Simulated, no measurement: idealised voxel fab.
Title: Process Module voxel transistor to metal
Cross-section cut spans 140 nm and uses square cells 5 nm in size.
Each cross-section below is a grid of square cells, stated as bands in top-down order, with one or more rows of cells making up each band.
Heads up on the band format: heights come first, top then bottom, in nm. After that it's the materials left to right, each with its width in nm. A single material flagged "full width" fills the whole band edge to edge, and "blank" means there's empty space there.
Note: height 0 marks the level under which the wafer is uniformly one material as received. Lowest band unbounded below, written "from 0 down".
The width entry "30->40" should be interpreted row by row: the top row of cells in the band takes the first number, the bottom row takes the second number, and the change between adjacent rows is uniform throughout.
No cell of the cross-section changed in a step that is given as "stayed the same".
Reported under the label "Completely enclosed voids" are the empty spaces having no open way to the top and comprising 8 cells or more; the notation for each is width x height at distance, in which the distance is measured from the left edge and all three values are in nm.
Note: text after step settings on the step line = simulator remark on that step.
A step line may carry the setting "overlay nm", which, for steps involving a mask, states the distance by which the mask lay to the right of its intended position; negative values denote displacement to the left.

-- plan
1. RECEIVE (material Si)
2. OXIDIZE (depth nm 5)
3. CONFORMAL_DEP (material SiN; thk nm 10)
4. MASKED_ETCH (tone cover; mask id ACTIVE; width nm 105; etch materials SiN; depth nm 10; overlay nm 0)
5. MASKED_ETCH (tone cover; mask id ACTIVE; width nm 105; etch materials SiO2; depth nm 5; overlay nm 0)
6. MASKED_ETCH (tone cover; mask id ACTIVE; width nm 105; etch materials Si; depth nm 30; overlay nm 0)
7. OXIDIZE (depth nm 5)
8. FILL_DEP (material SiO2; thk nm 15)
9. CMP (height nm 10)
10. SELECTIVE_ETCH (etch materials SiO2; depth nm 5)
11. STRIP (etch materials SiN)
12. SELECTIVE_ETCH (etch materials SiO2; depth nm 5)
13. OXIDIZE (depth nm 5)
14. DIRECTIONAL_DEP (material polySi; thk nm 20)
15. DIRECTIONAL_DEP (material SiCN; thk nm 15)
16. DIRECTIONAL_DEP (material aC; thk nm 10)
17. PATTERN (tone cover; mask id GATE; material resist; width nm 25; thk nm 25; overlay nm 0)
18. DIRECTIONAL_ETCH (etch materials aC; depth nm 10)
19. STRIP (etch materials resist)
20. DIRECTIONAL_ETCH (etch materials SiCN; depth nm 25)
21. DIRECTIONAL_ETCH (etch materials polySi; depth nm 30)
22. STRIP (etch materials aC)
23. CONFORMAL_DEP (material SiN; thk nm 5)
24. DIRECTIONAL_ETCH (etch materials SiN; depth nm 5)
25. DIRECTIONAL_ETCH (etch materials SiO2; depth nm 5)
26. DIRECTIONAL_ETCH (etch materials Si; depth nm 5)
27. EPI (material pSi; thk nm 10)
28. FILL_DEP (material SiO2; thk nm 10)
29. CMP (height nm 15)
30. STRIP (etch materials polySi)
31. SELECTIVE_ETCH (etch materials SiO2; depth nm 5)
32. CONFORMAL_DEP (material HfO2; thk nm 5)
33. CONFORMAL_DEP (material TiN; thk nm 5)
34. FILL_DEP (material W; thk nm 5)
35. CMP (height nm 10)
36. DIRECTIONAL_DEP (material SiO2; thk nm 10)
37. PATTERN (tone open; mask id CONTACT; material resist; width nm 15; pitch nm 80; thk nm 15; overlay nm 0)
38. DIRECTIONAL_ETCH (etch materials SiO2; depth nm 25)
39. STRIP (etch materials resist)
40. CONFORMAL_DEP (material TiN; thk nm 5)
41. FILL_DEP (material Ru; thk nm 10)
42. CMP (height nm 20)
43. CONFORMAL_DEP (material SiCN; thk nm 5)
44. DIRECTIONAL_DEP (material lowk; thk nm 20)
45. DIRECTIONAL_DEP (material aC; thk nm 15)
46. PATTERN (tone open; mask id METAL_1; material resist; width nm 15; pitch nm 80; thk nm 30; overlay nm 0)
47. DIRECTIONAL_ETCH (etch materials aC; depth nm 15)
48. STRIP (etch materials resist)
49. DIRECTIONAL_ETCH (etch materials lowk; depth nm 20)
50. DIRECTIONAL_ETCH (etch materials SiCN; depth nm 5)
51. STRIP (etch materials aC)
52. CONFORMAL_DEP (material TiN; thk nm 5)
53. FILL_DEP (material Cu; thk nm 5)
54. CMP (height nm 45)
55. CONFORMAL_DEP (material SiCN; thk nm 5)
56. DIRECTIONAL_DEP (material lowk; thk nm 35)
57. PATTERN (tone open; mask id METAL_2; material resist; width nm 15; pitch nm 80; thk nm 15; overlay nm 0)
58. DIRECTIONAL_ETCH (etch materials lowk; depth nm 20)
59. STRIP (etch materials resist)
60. MASKED_ETCH (tone open; mask id METAL_2_HOLES; width nm 15; pitch nm 80; etch materials lowk; depth nm 15; overlay nm 0)
61. MASKED_ETCH (tone open; mask id METAL_2_HOLES; width nm 15; pitch nm 80; etch materials SiCN; depth nm 5; overlay nm 0)
62. CONFORMAL_DEP (material TiN; thk nm 5)
63. FILL_DEP (material Ru; thk nm 10)
64. CMP (height nm 85)
65. CONFORMAL_DEP (material SiCN; thk nm 5)

-- Wafer, first of two, run as planned

-- Step 1 complete: cross-section of the wafer as received
	from 0 down | Si full width
	Completely enclosed voids: none

-- The wafer, seen in cross-section, after step 2
	from 0 to -5 | SiO2 full width
	Note: structure below -5 unchanged.

-- The wafer, seen in cross-section, after step 3
	from 10 to 0 | SiN full width
	Note: structure below 0 unchanged.

-- The wafer, seen in cross-section, after step 4
	from 10 to 0 | 15 of blank | 105 of SiN | 20 of blank
	Note: structure below 0 unchanged.

-- The wafer, seen in cross-section, after step 5
	from 10 to 0 | 15 of blank | 105 of SiN | 20 of blank
	from 0 to -5 | 15 of blank | 105 of SiO2 | 20 of blank
	Note: structure below -5 unchanged.

-- The wafer, seen in cross-section, after step 6
	from 10 to 0 | 15 of blank | 105 of SiN | 20 of blank
	from 0 to -5 | 15 of blank | 105 of SiO2 | 20 of blank
	from -5 to -35 | 15 of blank | 105 of Si | 20 of blank
	Note: structure below -35 unchanged.

-- The wafer, seen in cross-section, after step 7
	from 10 to 0 | 15 of blank | 105 of SiN | 20 of blank
	from 0 to -5 | 15 of blank | 105 of SiO2 | 20 of blank
	from -5 to -35 | 15 of blank | 5 of SiO2 | 95 of Si | 5 of SiO2 | 20 of blank
	from -35 to -40 | 20 of SiO2 | 95 of Si | 25 of SiO2
	Note: structure below -40 unchanged.

-- The wafer, seen in cross-section, after step 8
	from 25 to 10 | SiO2 full width
	from 10 to 0 | 15 of SiO2 | 105 of SiN | 20 of SiO2
	from 0 to -5 | SiO2 full width
	from -5 to -40 | 20 of SiO2 | 95 of Si | 25 of SiO2
	Note: structure below -40 unchanged.

-- The wafer, seen in cross-section, after step 9
	from 10 to 0 | 15 of SiO2 | 105 of SiN | 20 of SiO2
	Note: structure below 0 unchanged.

-- The wafer, seen in cross-section, after step 10
	from 10 to 5 | 15 of blank | 105 of SiN | 20 of blank
	Note: structure below 5 unchanged.

-- The wafer, seen in cross-section, after step 11
	from 5 to 0 | 15 of SiO2 | 105 of blank | 20 of SiO2
	Note: structure below 0 unchanged.

-- The wafer, seen in cross-section, after step 12
	from 0 to -5 | 10 of SiO2 | 115 of blank | 15 of SiO2
	Note: structure below -5 unchanged.

-- The wafer, seen in cross-section, after step 13
	from 0 to -5 | 10 of SiO2 | 115 of blank | 15 of SiO2
	from -5 to -10 | SiO2 full width
	Note: structure below -10 unchanged.

-- The wafer, seen in cross-section, after step 14
	from 20 to 15 | 10 of polySi | 115 of blank | 15 of polySi
	from 15 to 0 | polySi full width
	from 0 to -5 | 10 of SiO2 | 115 of polySi | 15 of SiO2
	Note: structure below -5 unchanged.

-- The wafer, seen in cross-section, after step 15
	from 35 to 30 | 10 of SiCN | 115 of blank | 15 of SiCN
	from 30 to 20 | SiCN full width
	from 20 to 15 | 10 of polySi | 115 of SiCN | 15 of polySi
	Note: structure below 15 unchanged.

-- The wafer, seen in cross-section, after step 16
	from 45 to 40 | 10 of aC | 115 of blank | 15 of aC
	from 40 to 35 | aC full width
	from 35 to 30 | 10 of SiCN | 115 of aC | 15 of SiCN
	Note: structure below 30 unchanged.

-- The wafer, seen in cross-section, after step 17
	from 70 to 45 | 55 of blank | 25 of resist | 60 of blank
	from 45 to 40 | 10 of aC | 45 of blank | 25 of resist | 45 of blank | 15 of aC
	Note: structure below 40 unchanged.

-- The wafer, seen in cross-section, after step 18
	from 60 to 40 | 55 of blank | 25 of resist | 60 of blank
	from 40 to 35 | 55 of blank | 25 of aC | 60 of blank
	from 35 to 30 | 10 of SiCN | 45 of blank | 25 of aC | 45 of blank | 15 of SiCN
	Note: structure below 30 unchanged.

-- The wafer, seen in cross-section, after step 19
	from 40 to 35 | 55 of blank | 25 of aC | 60 of blank
	Note: structure below 35 unchanged.

-- The wafer, seen in cross-section, after step 20
	from 40 to 30 | 55 of blank | 25 of aC | 60 of blank
	from 30 to 20 | 55 of blank | 25 of SiCN | 60 of blank
	from 20 to 15 | 10 of polySi | 45 of blank | 25 of SiCN | 45 of blank | 15 of polySi
	Note: structure below 15 unchanged.

-- The wafer, seen in cross-section, after step 21
	from 40 to 30 | 55 of blank | 25 of aC | 60 of blank
	from 30 to 15 | 55 of blank | 25 of SiCN | 60 of blank
	from 15 to 0 | 55 of blank | 25 of polySi | 60 of blank
	from 0 to -5 | 10 of SiO2 | 45 of blank | 25 of polySi | 45 of blank | 15 of SiO2
	Note: structure below -5 unchanged.

-- The wafer, seen in cross-section, after step 22
	from 30 to 15 | 55 of blank | 25 of SiCN | 60 of blank
	Note: structure below 15 unchanged.

-- The wafer, seen in cross-section, after step 23
	from 35 to 30 | 50 of blank | 35 of SiN | 55 of blank
	from 30 to 15 | 50 of blank | 5 of SiN | 25 of SiCN | 5 of SiN | 55 of blank
	from 15 to 5 | 50 of blank | 5 of SiN | 25 of polySi | 5 of SiN | 55 of blank
	from 5 to 0 | 15 of SiN | 35 of blank | 5 of SiN | 25 of polySi | 5 of SiN | 35 of blank | 20 of SiN
	from 0 to -5 | 10 of SiO2 | 45 of SiN | 25 of polySi | 45 of SiN | 15 of SiO2
	Note: structure below -5 unchanged.

-- The wafer, seen in cross-section, after step 24
	from 30 to 15 | 50 of blank | 5 of SiN | 25 of SiCN | 5 of SiN | 55 of blank
	from 15 to 0 | 50 of blank | 5 of SiN | 25 of polySi | 5 of SiN | 55 of blank
	from 0 to -5 | 10 of SiO2 | 5 of SiN | 35 of blank | 5 of SiN | 25 of polySi | 5 of SiN | 35 of blank | 5 of SiN | 15 of SiO2
	Note: structure below -5 unchanged.

-- The wafer, seen in cross-section, after step 25
	from 30 to 15 | 50 of blank | 5 of SiN | 25 of SiCN | 5 of SiN | 55 of blank
	from 15 to 0 | 50 of blank | 5 of SiN | 25 of polySi | 5 of SiN | 55 of blank
	from 0 to -5 | 10 of blank | 5 of SiN | 35 of blank | 5 of SiN | 25 of polySi | 5 of SiN | 35 of blank | 5 of SiN | 15 of blank
	from -5 to -10 | 15 of SiO2 | 35 of blank | 35 of SiO2 | 35 of blank | 20 of SiO2
	Note: structure below -10 unchanged.

-- The wafer, seen in cross-section, after step 26
	from 30 to 15 | 50 of blank | 5 of SiN | 25 of SiCN | 5 of SiN | 55 of blank
	from 15 to 0 | 50 of blank | 5 of SiN | 25 of polySi | 5 of SiN | 55 of blank
	from 0 to -5 | 10 of blank | 5 of SiN | 35 of blank | 5 of SiN | 25 of polySi | 5 of SiN | 35 of blank | 5 of SiN | 15 of blank
	from -5 to -10 | 15 of SiO2 | 35 of blank | 35 of SiO2 | 35 of blank | 20 of SiO2
	from -10 to -15 | 20 of SiO2 | 30 of blank | 35 of Si | 30 of blank | 25 of SiO2
	Note: structure below -15 unchanged.

-- The wafer, seen in cross-section, after step 27
	from 30 to 15 | 50 of blank | 5 of SiN | 25 of SiCN | 5 of SiN | 55 of blank
	from 15 to 0 | 50 of blank | 5 of SiN | 25 of polySi | 5 of SiN | 55 of blank
	from 0 to -5 | 10 of blank | 5 of SiN | 25 of blank | 10 of pSi | 5 of SiN | 25 of polySi | 5 of SiN | 10 of pSi | 25 of blank | 5 of SiN | 15 of blank
	from -5 to -10 | 15 of SiO2 | 35 of pSi | 35 of SiO2 | 35 of pSi | 20 of SiO2
	from -10 to -15 | 20 of SiO2 | 30 of pSi | 35 of Si | 30 of pSi | 25 of SiO2
	Note: structure below -15 unchanged.

-- The wafer, seen in cross-section, after step 28
	from 40 to 30 | SiO2 full width
	from 30 to 15 | 50 of SiO2 | 5 of SiN | 25 of SiCN | 5 of SiN | 55 of SiO2
	from 15 to 0 | 50 of SiO2 | 5 of SiN | 25 of polySi | 5 of SiN | 55 of SiO2
	from 0 to -5 | 10 of SiO2 | 5 of SiN | 25 of SiO2 | 10 of pSi | 5 of SiN | 25 of polySi | 5 of SiN | 10 of pSi | 25 of SiO2 | 5 of SiN | 15 of SiO2
	Note: structure below -5 unchanged.

-- The wafer, seen in cross-section, after step 29
	from 15 to 0 | 50 of SiO2 | 5 of SiN | 25 of polySi | 5 of SiN | 55 of SiO2
	Note: structure below 0 unchanged.

-- The wafer, seen in cross-section, after step 30
	from 15 to 0 | 50 of SiO2 | 5 of SiN | 25 of blank | 5 of SiN | 55 of SiO2
	from 0 to -5 | 10 of SiO2 | 5 of SiN | 25 of SiO2 | 10 of pSi | 5 of SiN | 25 of blank | 5 of SiN | 10 of pSi | 25 of SiO2 | 5 of SiN | 15 of SiO2
	Note: structure below -5 unchanged.

-- The wafer, seen in cross-section, after step 31
	from 15 to 10 | 50 of blank | 5 of SiN | 25 of blank | 5 of SiN | 55 of blank
	from 10 to 0 | 50 of SiO2 | 5 of SiN | 25 of blank | 5 of SiN | 55 of SiO2
	from 0 to -5 | 10 of SiO2 | 5 of SiN | 25 of SiO2 | 10 of pSi | 5 of SiN | 25 of blank | 5 of SiN | 10 of pSi | 25 of SiO2 | 5 of SiN | 15 of SiO2
	from -5 to -10 | 15 of SiO2 | 35 of pSi | 35 of blank | 35 of pSi | 20 of SiO2
	Note: structure below -10 unchanged.

-- The wafer, seen in cross-section, after step 32
	from 20 to 15 | 45 of blank | 15 of HfO2 | 15 of blank | 15 of HfO2 | 50 of blank
	from 15 to 10 | 50 of HfO2 | 5 of SiN | 5 of HfO2 | 15 of blank | 5 of HfO2 | 5 of SiN | 55 of HfO2
	from 10 to 0 | 50 of SiO2 | 5 of SiN | 5 of HfO2 | 15 of blank | 5 of HfO2 | 5 of SiN | 55 of SiO2
	from 0 to -5 | 10 of SiO2 | 5 of SiN | 25 of SiO2 | 10 of pSi | 5 of SiN | 5 of HfO2 | 15 of blank | 5 of HfO2 | 5 of SiN | 10 of pSi | 25 of SiO2 | 5 of SiN | 15 of SiO2
	from -5 to -10 | 15 of SiO2 | 35 of pSi | 35 of HfO2 | 35 of pSi | 20 of SiO2
	Note: structure below -10 unchanged.

-- The wafer, seen in cross-section, after step 33
	from 25 to 20 | 40 of blank | 25 of TiN | 5 of blank | 25 of TiN | 45 of blank
	from 20 to 15 | 45 of TiN | 15 of HfO2 | 5 of TiN | 5 of blank | 5 of TiN | 15 of HfO2 | 50 of TiN
	from 15 to 10 | 50 of HfO2 | 5 of SiN | 5 of HfO2 | 5 of TiN | 5 of blank | 5 of TiN | 5 of HfO2 | 5 of SiN | 55 of HfO2
	from 10 to 0 | 50 of SiO2 | 5 of SiN | 5 of HfO2 | 5 of TiN | 5 of blank | 5 of TiN | 5 of HfO2 | 5 of SiN | 55 of SiO2
	from 0 to -5 | 10 of SiO2 | 5 of SiN | 25 of SiO2 | 10 of pSi | 5 of SiN | 5 of HfO2 | 15 of TiN | 5 of HfO2 | 5 of SiN | 10 of pSi | 25 of SiO2 | 5 of SiN | 15 of SiO2
	Note: structure below -5 unchanged.

-- The wafer, seen in cross-section, after step 34
	from 30 to 25 | W full width
	from 25 to 20 | 40 of W | 25 of TiN | 5 of W | 25 of TiN | 45 of W
	from 20 to 15 | 45 of TiN | 15 of HfO2 | 5 of TiN | 5 of W | 5 of TiN | 15 of HfO2 | 50 of TiN
	from 15 to 10 | 50 of HfO2 | 5 of SiN | 5 of HfO2 | 5 of TiN | 5 of W | 5 of TiN | 5 of HfO2 | 5 of SiN | 55 of HfO2
	from 10 to 0 | 50 of SiO2 | 5 of SiN | 5 of HfO2 | 5 of TiN | 5 of W | 5 of TiN | 5 of HfO2 | 5 of SiN | 55 of SiO2
	Note: structure below 0 unchanged.

-- The wafer, seen in cross-section, after step 35
	from 10 to 0 | 50 of SiO2 | 5 of SiN | 5 of HfO2 | 5 of TiN | 5 of W | 5 of TiN | 5 of HfO2 | 5 of SiN | 55 of SiO2
	Note: structure below 0 unchanged.

-- The wafer, seen in cross-section, after step 36
	from 20 to 10 | SiO2 full width
	Note: structure below 10 unchanged.

-- The wafer, seen in cross-section, after step 37
	from 35 to 20 | 20 of resist | 15 of blank | 65 of resist | 15 of blank | 25 of resist
	Note: structure below 20 unchanged.

-- The wafer, seen in cross-section, after step 38
	from 35 to 20 | 20 of resist | 15 of blank | 65 of resist | 15 of blank | 25 of resist
	from 20 to 10 | 20 of SiO2 | 15 of blank | 65 of SiO2 | 15 of blank | 25 of SiO2
	from 10 to 0 | 20 of SiO2 | 15 of blank | 15 of SiO2 | 5 of SiN | 5 of HfO2 | 5 of TiN | 5 of W | 5 of TiN | 5 of HfO2 | 5 of SiN | 15 of SiO2 | 15 of blank | 25 of SiO2
	from 0 to -5 | 10 of SiO2 | 5 of SiN | 5 of SiO2 | 15 of blank | 5 of SiO2 | 10 of pSi | 5 of SiN | 5 of HfO2 | 15 of TiN | 5 of HfO2 | 5 of SiN | 10 of pSi | 5 of SiO2 | 15 of blank | 5 of SiO2 | 5 of SiN | 15 of SiO2
	Note: structure below -5 unchanged.

-- The wafer, seen in cross-section, after step 39
	from 20 to 10 | 20 of SiO2 | 15 of blank | 65 of SiO2 | 15 of blank | 25 of SiO2
	Note: structure below 10 unchanged.

-- The wafer, seen in cross-section, after step 40
	from 25 to 20 | 25 of TiN | 5 of blank | 75 of TiN | 5 of blank | 30 of TiN
	from 20 to 10 | 20 of SiO2 | 5 of TiN | 5 of blank | 5 of TiN | 65 of SiO2 | 5 of TiN | 5 of blank | 5 of TiN | 25 of SiO2
	from 10 to 0 | 20 of SiO2 | 5 of TiN | 5 of blank | 5 of TiN | 15 of SiO2 | 5 of SiN | 5 of HfO2 | 5 of TiN | 5 of W | 5 of TiN | 5 of HfO2 | 5 of SiN | 15 of SiO2 | 5 of TiN | 5 of blank | 5 of TiN | 25 of SiO2
	from 0 to -5 | 10 of SiO2 | 5 of SiN | 5 of SiO2 | 15 of TiN | 5 of SiO2 | 10 of pSi | 5 of SiN | 5 of HfO2 | 15 of TiN | 5 of HfO2 | 5 of SiN | 10 of pSi | 5 of SiO2 | 15 of TiN | 5 of SiO2 | 5 of SiN | 15 of SiO2
	Note: structure below -5 unchanged.

-- The wafer, seen in cross-section, after step 41
	from 35 to 25 | Ru full width
	from 25 to 20 | 25 of TiN | 5 of Ru | 75 of TiN | 5 of Ru | 30 of TiN
	from 20 to 10 | 20 of SiO2 | 5 of TiN | 5 of Ru | 5 of TiN | 65 of SiO2 | 5 of TiN | 5 of Ru | 5 of TiN | 25 of SiO2
	from 10 to 0 | 20 of SiO2 | 5 of TiN | 5 of Ru | 5 of TiN | 15 of SiO2 | 5 of SiN | 5 of HfO2 | 5 of TiN | 5 of W | 5 of TiN | 5 of HfO2 | 5 of SiN | 15 of SiO2 | 5 of TiN | 5 of Ru | 5 of TiN | 25 of SiO2
	Note: structure below 0 unchanged.

-- The wafer, seen in cross-section, after step 42
	from 20 to 10 | 20 of SiO2 | 5 of TiN | 5 of Ru | 5 of TiN | 65 of SiO2 | 5 of TiN | 5 of Ru | 5 of TiN | 25 of SiO2
	Note: structure below 10 unchanged.

-- The wafer, seen in cross-section, after step 43
	from 25 to 20 | SiCN full width
	Note: structure below 20 unchanged.

-- The wafer, seen in cross-section, after step 44
	from 45 to 25 | lowk full width
	Note: structure below 25 unchanged.

-- The wafer, seen in cross-section, after step 45
	from 60 to 45 | aC full width
	Note: structure below 45 unchanged.

-- The wafer, seen in cross-section, after step 46
	from 90 to 60 | 20 of resist | 15 of blank | 65 of resist | 15 of blank | 25 of resist
	Note: structure below 60 unchanged.

-- The wafer, seen in cross-section, after step 47
	from 75 to 60 | 20 of resist | 15 of blank | 65 of resist | 15 of blank | 25 of resist
	from 60 to 45 | 20 of aC | 15 of blank | 65 of aC | 15 of blank | 25 of aC
	Note: structure below 45 unchanged.

-- The wafer, seen in cross-section, after step 48
	from 60 to 45 | 20 of aC | 15 of blank | 65 of aC | 15 of blank | 25 of aC
	Note: structure below 45 unchanged.

-- The wafer, seen in cross-section, after step 49
	from 60 to 45 | 20 of aC | 15 of blank | 65 of aC | 15 of blank | 25 of aC
	from 45 to 25 | 20 of lowk | 15 of blank | 65 of lowk | 15 of blank | 25 of lowk
	Note: structure below 25 unchanged.

-- The wafer, seen in cross-section, after step 50
	from 60 to 45 | 20 of aC | 15 of blank | 65 of aC | 15 of blank | 25 of aC
	from 45 to 25 | 20 of lowk | 15 of blank | 65 of lowk | 15 of blank | 25 of lowk
	from 25 to 20 | 20 of SiCN | 15 of blank | 65 of SiCN | 15 of blank | 25 of SiCN
	Note: structure below 20 unchanged.

-- The wafer, seen in cross-section, after step 51
	from 45 to 25 | 20 of lowk | 15 of blank | 65 of lowk | 15 of blank | 25 of lowk
	Note: structure below 25 unchanged.

-- The wafer, seen in cross-section, after step 52
	from 50 to 45 | 25 of TiN | 5 of blank | 75 of TiN | 5 of blank | 30 of TiN
	from 45 to 25 | 20 of lowk | 5 of TiN | 5 of blank | 5 of TiN | 65 of lowk | 5 of TiN | 5 of blank | 5 of TiN | 25 of lowk
	from 25 to 20 | 20 of SiCN | 15 of TiN | 65 of SiCN | 15 of TiN | 25 of SiCN
	Note: structure below 20 unchanged.

-- The wafer, seen in cross-section, after step 53
	from 55 to 50 | Cu full width
	from 50 to 45 | 25 of TiN | 5 of Cu | 75 of TiN | 5 of Cu | 30 of TiN
	from 45 to 25 | 20 of lowk | 5 of TiN | 5 of Cu | 5 of TiN | 65 of lowk | 5 of TiN | 5 of Cu | 5 of TiN | 25 of lowk
	Note: structure below 25 unchanged.

-- The wafer, seen in cross-section, after step 54
	from 45 to 25 | 20 of lowk | 5 of TiN | 5 of Cu | 5 of TiN | 65 of lowk | 5 of TiN | 5 of Cu | 5 of TiN | 25 of lowk
	Note: structure below 25 unchanged.

-- The wafer, seen in cross-section, after step 55
	from 50 to 45 | SiCN full width
	Note: structure below 45 unchanged.

-- The wafer, seen in cross-section, after step 56
	from 85 to 50 | lowk full width
	Note: structure below 50 unchanged.

-- The wafer, seen in cross-section, after step 57
	from 100 to 85 | 20 of resist | 15 of blank | 65 of resist | 15 of blank | 25 of resist
	Note: structure below 85 unchanged.

-- The wafer, seen in cross-section, after step 58
	from 100 to 85 | 20 of resist | 15 of blank | 65 of resist | 15 of blank | 25 of resist
	from 85 to 65 | 20 of lowk | 15 of blank | 65 of lowk | 15 of blank | 25 of lowk
	Note: structure below 65 unchanged.

-- The wafer, seen in cross-section, after step 59
	from 85 to 65 | 20 of lowk | 15 of blank | 65 of lowk | 15 of blank | 25 of lowk
	Note: structure below 65 unchanged.

-- The wafer, seen in cross-section, after step 60
	from 85 to 50 | 20 of lowk | 15 of blank | 65 of lowk | 15 of blank | 25 of lowk
	Note: structure below 50 unchanged.

-- The wafer, seen in cross-section, after step 61
	from 85 to 50 | 20 of lowk | 15 of blank | 65 of lowk | 15 of blank | 25 of lowk
	from 50 to 45 | 20 of SiCN | 15 of blank | 65 of SiCN | 15 of blank | 25 of SiCN
	Note: structure below 45 unchanged.

-- The wafer, seen in cross-section, after step 62
	from 90 to 85 | 25 of TiN | 5 of blank | 75 of TiN | 5 of blank | 30 of TiN
	from 85 to 50 | 20 of lowk | 5 of TiN | 5 of blank | 5 of TiN | 65 of lowk | 5 of TiN | 5 of blank | 5 of TiN | 25 of lowk
	from 50 to 45 | 20 of SiCN | 15 of TiN | 65 of SiCN | 15 of TiN | 25 of SiCN
	Note: structure below 45 unchanged.

-- The wafer, seen in cross-section, after step 63
	from 100 to 90 | Ru full width
	from 90 to 85 | 25 of TiN | 5 of Ru | 75 of TiN | 5 of Ru | 30 of TiN
	from 85 to 50 | 20 of lowk | 5 of TiN | 5 of Ru | 5 of TiN | 65 of lowk | 5 of TiN | 5 of Ru | 5 of TiN | 25 of lowk
	Note: structure below 50 unchanged.

-- The wafer, seen in cross-section, after step 64
	from 85 to 50 | 20 of lowk | 5 of TiN | 5 of Ru | 5 of TiN | 65 of lowk | 5 of TiN | 5 of Ru | 5 of TiN | 25 of lowk
	Note: structure below 50 unchanged.

-- The wafer, seen in cross-section, after step 65
	from 90 to 85 | SiCN full width
	Note: structure below 85 unchanged.

-- The Second Wafer: Common Origin and Plan, One Mistake in Execution, Identical to the First Through Step 63

-- Cross-sectional view of the second wafer at the intended end time of process step 64
	from 90 to 85 | 25 of TiN | 5 of Ru | 75 of TiN | 5 of Ru | 30 of TiN
	Note: structure below 85 unchanged.

-- Cross-sectional view of the second wafer at the intended end time of process step 65
	from 95 to 90 | SiCN full width
	Note: structure below 90 unchanged.
Run error: step 64 ran differently from the plan; actual operation with settings: CMP (height nm 90)
End of process, cell counts, second wafer against first, materials with more or fewer: 2 more of Ru, 26 more of TiN
